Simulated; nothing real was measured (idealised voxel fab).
process module | voxel spacer lines
cross-section cut | 240 nm wide | cells 5 nm
A cross-section is a grid of square cells, given in bands from the top down. A band is one or more rows of cells.
Each band's line starts with the height of the band's top and of its bottom, in nm. Then come its materials from left to right, each with its width in nm. One material with "throughout" fills the band from edge to edge. "air" is empty space.
Height 0 is the level under which the wafer as received is all one material. The lowest band goes on downwards, as in "0 down".
A width such as "30 to 40" changes by the same amount from each row of cells to the next, from the band's top row to its bottom row.
"no change" after a step means that no cell of the cross-section changed.
closed voids: empty space of 8 cells or more with no open way to the top, each as width x height at its distance from the left edge, in nm
after a step's settings: what the simulator itself notes on the step
overlay nm, on a step with a mask: how far to the right of its planned place the mask lay; to the left if negative
plan
1 op RECEIVE | material Si
2 op CONFORMAL_DEP | material SiO2 | thk nm 5
3 op DIRECTIONAL_DEP | material TiN | thk nm 20
4 op DIRECTIONAL_DEP | material aC | thk nm 20
5 op PATTERN | tone cover | mask id MANDREL | material resist | width nm 20 | pitch nm 70 | thk nm 30 | overlay nm 0
6 op DIRECTIONAL_ETCH | etch materials aC | depth nm 20
7 op STRIP | etch materials resist
8 op CONFORMAL_DEP | material SiN | thk nm 15
9 op DIRECTIONAL_ETCH | etch materials SiN | depth nm 15
10 op STRIP | etch materials aC
11 op DIRECTIONAL_ETCH | etch materials TiN | depth nm 20
12 op STRIP | etch materials SiN
13 op FILL_DEP | material SiO2 | thk nm 5
14 op CMP | height nm 25
as received, after step 1
  0 down: Si throughout
  closed voids: none
first wafer at the end, as planned
  25 to 5: SiO2 60 | TiN 15 | SiO2 20 | TiN 15 | SiO2 20 | TiN 15 | SiO2 20 | TiN 15 | SiO2 60
  5 to 0: SiO2 throughout
  0 down: Si throughout
  closed voids: none
second wafer at the end: like start, like plan, one mistake
  25 to 5: SiO2 50 | TiN 15 | SiO2 20 | TiN 15 | SiO2 20 | TiN 15 | SiO2 20 | TiN 15 | SiO2 70
  5 to 0: SiO2 throughout
  0 down: Si throughout
  closed voids: none
what went wrong: step 5 ran as: op PATTERN | tone cover | mask id MANDREL | material resist | width nm 20 | pitch nm 70 | thk nm 30 | overlay nm -10
at the end the second wafer has, in cells: as many of each material as the first, in other places
